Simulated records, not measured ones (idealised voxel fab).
process module | voxel air gaps
cross-section cut | 235 nm wide | cells 5 nm
A cross-section is a grid of square cells, given in bands from the top down. A band is one or more rows of cells.
Each band's line starts with the height of the band's top and of its bottom, in nm. Then come its materials from left to right, each with its width in nm. One material with "throughout" fills the band from edge to edge. "air" is empty space.
Height 0 is the level under which the wafer as received is all one material. The lowest band goes on downwards, as in "0 down".
A width such as "30 to 40" changes by the same amount from each row of cells to the next, from the band's top row to its bottom row.
"no change" after a step means that no cell of the cross-section changed.
closed voids: empty space of 8 cells or more with no open way to the top, each as width x height at its distance from the left edge, in nm
after a step's settings: what the simulator itself notes on the step
overlay nm, on a step with a mask: how far to the right of its planned place the mask lay; to the left if negative
plan
1 op RECEIVE | material Si
2 op CONFORMAL_DEP | material SiO2 | thk nm 10
3 op CONFORMAL_DEP | material SiN | thk nm 5
4 op DIRECTIONAL_DEP | material SiO2 | thk nm 40
5 op DIRECTIONAL_DEP | material aC | thk nm 15
6 op PATTERN | tone open | mask id LINES | material resist | width nm 15 | pitch nm 45 | thk nm 30 | overlay nm 0
7 op DIRECTIONAL_ETCH | etch materials aC | depth nm 15
8 op STRIP | etch materials resist
9 op DIRECTIONAL_ETCH | etch materials SiO2 | depth nm 40
10 op STRIP | etch materials aC
11 op CONFORMAL_DEP | material TiN | thk nm 5
12 op FILL_DEP | material Ru | thk nm 10
13 op CMP | height nm 55
14 op EPI | material Ru | thk nm 10
15 op SELECTIVE_ETCH | etch materials SiO2 | depth nm 50
16 op CONFORMAL_DEP | material SiN | thk nm 5
first wafer, as planned
as received, after step 1
  0 down: Si throughout
  closed voids: none
after step 2
  10 to 0: SiO2 throughout
  below 0: unchanged
after step 3
  15 to 10: SiN throughout
  below 10: unchanged
after step 4
  55 to 15: SiO2 throughout
  below 15: unchanged
after step 5
  70 to 55: aC throughout
  below 55: unchanged
after step 6
  100 to 70: resist 65 | air 15 | resist 30 | air 15 | resist 30 | air 15 | resist 65
  below 70: unchanged
after step 7
  85 to 70: resist 65 | air 15 | resist 30 | air 15 | resist 30 | air 15 | resist 65
  70 to 55: aC 65 | air 15 | aC 30 | air 15 | aC 30 | air 15 | aC 65
  below 55: unchanged
after step 8
  70 to 55: aC 65 | air 15 | aC 30 | air 15 | aC 30 | air 15 | aC 65
  below 55: unchanged
after step 9
  70 to 55: aC 65 | air 15 | aC 30 | air 15 | aC 30 | air 15 | aC 65
  55 to 15: SiO2 65 | air 15 | SiO2 30 | air 15 | SiO2 30 | air 15 | SiO2 65
  below 15: unchanged
after step 10
  55 to 15: SiO2 65 | air 15 | SiO2 30 | air 15 | SiO2 30 | air 15 | SiO2 65
  below 15: unchanged
after step 11
  60 to 55: TiN 70 | air 5 | TiN 40 | air 5 | TiN 40 | air 5 | TiN 70
  55 to 20: SiO2 65 | TiN 5 | air 5 | TiN 5 | SiO2 30 | TiN 5 | air 5 | TiN 5 | SiO2 30 | TiN 5 | air 5 | TiN 5 | SiO2 65
  20 to 15: SiO2 65 | TiN 15 | SiO2 30 | TiN 15 | SiO2 30 | TiN 15 | SiO2 65
  below 15: unchanged
after step 12
  70 to 60: Ru throughout
  60 to 55: TiN 70 | Ru 5 | TiN 40 | Ru 5 | TiN 40 | Ru 5 | TiN 70
  55 to 20: SiO2 65 | TiN 5 | Ru 5 | TiN 5 | SiO2 30 | TiN 5 | Ru 5 | TiN 5 | SiO2 30 | TiN 5 | Ru 5 | TiN 5 | SiO2 65
  below 20: unchanged
after step 13
  55 to 20: SiO2 65 | TiN 5 | Ru 5 | TiN 5 | SiO2 30 | TiN 5 | Ru 5 | TiN 5 | SiO2 30 | TiN 5 | Ru 5 | TiN 5 | SiO2 65
  below 20: unchanged
after step 14
  65 to 55: air 55 | Ru 35 | air 10 | Ru 35 | air 10 | Ru 35 | air 55
  below 55: unchanged
after step 15
  65 to 55: air 55 | Ru 35 | air 10 | Ru 35 | air 10 | Ru 35 | air 55
  55 to 20: air 65 | TiN 5 | Ru 5 | TiN 5 | air 30 | TiN 5 | Ru 5 | TiN 5 | air 30 | TiN 5 | Ru 5 | TiN 5 | air 65
  20 to 15: air 65 | TiN 15 | air 30 | TiN 15 | air 30 | TiN 15 | air 65
  below 15: unchanged
after step 16
  70 to 65: air 50 | SiN 135 | air 50
  65 to 55: air 50 | SiN 5 | Ru 35 | SiN 10 | Ru 35 | SiN 10 | Ru 35 | SiN 5 | air 50
  55 to 50: air 50 | SiN 15 | TiN 5 | Ru 5 | TiN 5 | SiN 30 | TiN 5 | Ru 5 | TiN 5 | SiN 30 | TiN 5 | Ru 5 | TiN 5 | SiN 15 | air 50
  50 to 20: air 60 | SiN 5 | TiN 5 | Ru 5 | TiN 5 | SiN 5 | air 20 | SiN 5 | TiN 5 | Ru 5 | TiN 5 | SiN 5 | air 20 | SiN 5 | TiN 5 | Ru 5 | TiN 5 | SiN 5 | air 60
  20 to 15: SiN 65 | TiN 15 | SiN 30 | TiN 15 | SiN 30 | TiN 15 | SiN 65
  below 15: unchanged
  closed voids: 20 x 30 at 85; 20 x 30 at 130
second wafer: like start, like plan, one mistake. Through step 15 it matches the first wafer
when step 16 should have ended
  70 to 65: air 50 | TiN 135 | air 50
  65 to 55: air 50 | TiN 5 | Ru 35 | TiN 10 | Ru 35 | TiN 10 | Ru 35 | TiN 5 | air 50
  55 to 50: air 50 | TiN 20 | Ru 5 | TiN 40 | Ru 5 | TiN 40 | Ru 5 | TiN 20 | air 50
  50 to 20: air 60 | TiN 10 | Ru 5 | TiN 10 | air 20 | TiN 10 | Ru 5 | TiN 10 | air 20 | TiN 10 | Ru 5 | TiN 10 | air 60
  20 to 15: TiN throughout
  below 15: unchanged
  closed voids: 20 x 30 at 85; 20 x 30 at 130
what went wrong: step 16 ran as: op CONFORMAL_DEP | material TiN | thk nm 5
at the end the second wafer has, in cells: 131 fewer of SiN | 131 more of TiN
